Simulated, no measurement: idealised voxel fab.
process module | voxel transistor to metal
cross-section cut | 280 nm wide | cells 5 nm
A cross-section is a grid of square cells, given in bands from the top down. A band is one or more rows of cells.
Each band's line starts with the height of the band's top and of its bottom, in nm. Then come its materials from left to right, each with its width in nm. One material with "throughout" fills the band from edge to edge. "air" is empty space.
Height 0 is the level under which the wafer as received is all one material. The lowest band goes on downwards, as in "0 down".
A width such as "30 to 40" changes by the same amount from each row of cells to the next, from the band's top row to its bottom row.
"no change" after a step means that no cell of the cross-section changed.
closed voids: empty space of 8 cells or more with no open way to the top, each as width x height at its distance from the left edge, in nm
after a step's settings: what the simulator itself notes on the step
overlay nm, on a step with a mask: how far to the right of its planned place the mask lay; to the left if negative
Each pair below shows a cross-section before one step and the cross-section after it, down to the lowest band that changed. The line under each pair gives the step between them, with its settings. The pairs can come from different runs of this module on the same starting wafer, so a pair continues from the pair above only where its "before" says so.
before
  45 to 25: W throughout
  25 to 20: TiN throughout
  20 to 10: SiO2 20 | TiN 5 | W 10 | TiN 5 | SiO2 60 | TiN 5 | W 10 | TiN 5 | SiO2 35 | TiN 5 | W 10 | TiN 5 | SiO2 60 | TiN 5 | W 10 | TiN 5 | SiO2 25
  10 to 5: SiO2 20 | TiN 5 | W 5 | TiN 10 | SiO2 10 | SiN 5 | HfO2 5 | TiN 5 | W 10 | TiN 5 | HfO2 5 | SiN 5 | SiO2 10 | TiN 10 | W 5 | TiN 5 | SiO2 35 | TiN 5 | W 5 | TiN 10 | SiO2 10 | SiN 5 | HfO2 5 | TiN 5 | W 10 | TiN 5 | HfO2 5 | SiN 5 | SiO2 10 | TiN 10 | W 5 | TiN 5 | SiO2 25
  5 to 0: SiO2 20 | TiN 5 | W 5 | TiN 5 | SiGe 15 | SiN 5 | HfO2 5 | TiN 5 | W 10 | TiN 5 | HfO2 5 | SiN 5 | SiGe 15 | TiN 5 | W 5 | TiN 5 | SiO2 35 | TiN 5 | W 5 | TiN 5 | SiGe 15 | SiN 5 | HfO2 5 | TiN 5 | W 10 | TiN 5 | HfO2 5 | SiN 5 | SiGe 15 | TiN 5 | W 5 | TiN 5 | SiO2 25
  0 to -5: SiO2 20 | TiN 5 | W 5 | TiN 5 | SiGe 15 | SiN 5 | HfO2 5 | TiN 20 | HfO2 5 | SiN 5 | SiGe 15 | TiN 5 | W 5 | TiN 5 | SiO2 35 | TiN 5 | W 5 | TiN 5 | SiGe 15 | SiN 5 | HfO2 5 | TiN 20 | HfO2 5 | SiN 5 | SiGe 15 | TiN 5 | W 5 | TiN 5 | SiO2 25
  -5 to -10: SiO2 20 | TiN 15 | SiGe 15 | HfO2 40 | SiGe 15 | TiN 15 | SiO2 35 | TiN 15 | SiGe 15 | HfO2 40 | SiGe 15 | TiN 15 | SiO2 25
  -10 to -25: SiO2 15 | SiGe 35 | Si 40 | SiGe 35 | SiO2 25 | SiGe 35 | Si 40 | SiGe 35 | SiO2 20
  -25 to -40: SiO2 15 | Si 110 | SiO2 25 | Si 110 | SiO2 20
  -40 down: Si throughout
  closed voids: none
after
  65 to 45: resist 20 | air 20 | resist 60 | air 20 | resist 35 | air 20 | resist 60 | air 20 | resist 25
  below 45: unchanged
  closed voids: none
the step between: op PATTERN | tone open | mask id METAL_1 | material resist | width nm 20 | thk nm 20 | overlay nm 0
before: the cross-section after the pair above
after
  65 to 45: resist 20 | air 20 | resist 60 | air 20 | resist 35 | air 20 | resist 60 | air 20 | resist 25
  45 to 25: W 20 | air 20 | W 60 | air 20 | W 35 | air 20 | W 60 | air 20 | W 25
  below 25: unchanged
  closed voids: none
the step between: op DIRECTIONAL_ETCH | etch materials W | depth nm 20
before: the cross-section after the pair above
after
  65 to 45: resist 20 | air 20 | resist 60 | air 20 | resist 35 | air 20 | resist 60 | air 20 | resist 25
  45 to 25: W 20 | air 20 | W 60 | air 20 | W 35 | air 20 | W 60 | air 20 | W 25
  25 to 20: TiN 20 | air 20 | TiN 60 | air 20 | TiN 35 | air 20 | TiN 60 | air 20 | TiN 25
  below 20: unchanged
  closed voids: none
the step between: op DIRECTIONAL_ETCH | etch materials TiN | depth nm 5
before: the cross-section after the pair above
after
  45 to 25: W 20 | air 20 | W 60 | air 20 | W 35 | air 20 | W 60 | air 20 | W 25
  below 25: unchanged
  closed voids: none
the step between: op STRIP | etch materials resist
before: the cross-section after the pair above
after
  50 to 45: SiCN 25 | air 10 | SiCN 70 | air 10 | SiCN 45 | air 10 | SiCN 70 | air 10 | SiCN 30
  45 to 25: W 20 | SiCN 5 | air 10 | SiCN 5 | W 60 | SiCN 5 | air 10 | SiCN 5 | W 35 | SiCN 5 | air 10 | SiCN 5 | W 60 | SiCN 5 | air 10 | SiCN 5 | W 25
  25 to 20: TiN 20 | SiCN 20 | TiN 60 | SiCN 20 | TiN 35 | SiCN 20 | TiN 60 | SiCN 20 | TiN 25
  below 20: unchanged
  closed voids: none
the step between: op CONFORMAL_DEP | material SiCN | thk nm 5
before: the cross-section after the pair above
after
  55 to 50: SiO2 throughout
  50 to 45: SiCN 25 | SiO2 10 | SiCN 70 | SiO2 10 | SiCN 45 | SiO2 10 | SiCN 70 | SiO2 10 | SiCN 30
  45 to 25: W 20 | SiCN 5 | SiO2 10 | SiCN 5 | W 60 | SiCN 5 | SiO2 10 | SiCN 5 | W 35 | SiCN 5 | SiO2 10 | SiCN 5 | W 60 | SiCN 5 | SiO2 10 | SiCN 5 | W 25
  below 25: unchanged
  closed voids: none
the step between: op FILL_DEP | material SiO2 | thk nm 5
before: the cross-section after the pair above
after
  45 to 25: W 20 | SiCN 5 | SiO2 10 | SiCN 5 | W 60 | SiCN 5 | SiO2 10 | SiCN 5 | W 35 | SiCN 5 | SiO2 10 | SiCN 5 | W 60 | SiCN 5 | SiO2 10 | SiCN 5 | W 25
  below 25: unchanged
  closed voids: none
the step between: op CMP | height nm 45
before: the cross-section after the pair above
after
  50 to 45: SiN throughout
  below 45: unchanged
  closed voids: none
the step between: op CONFORMAL_DEP | material SiN | thk nm 5
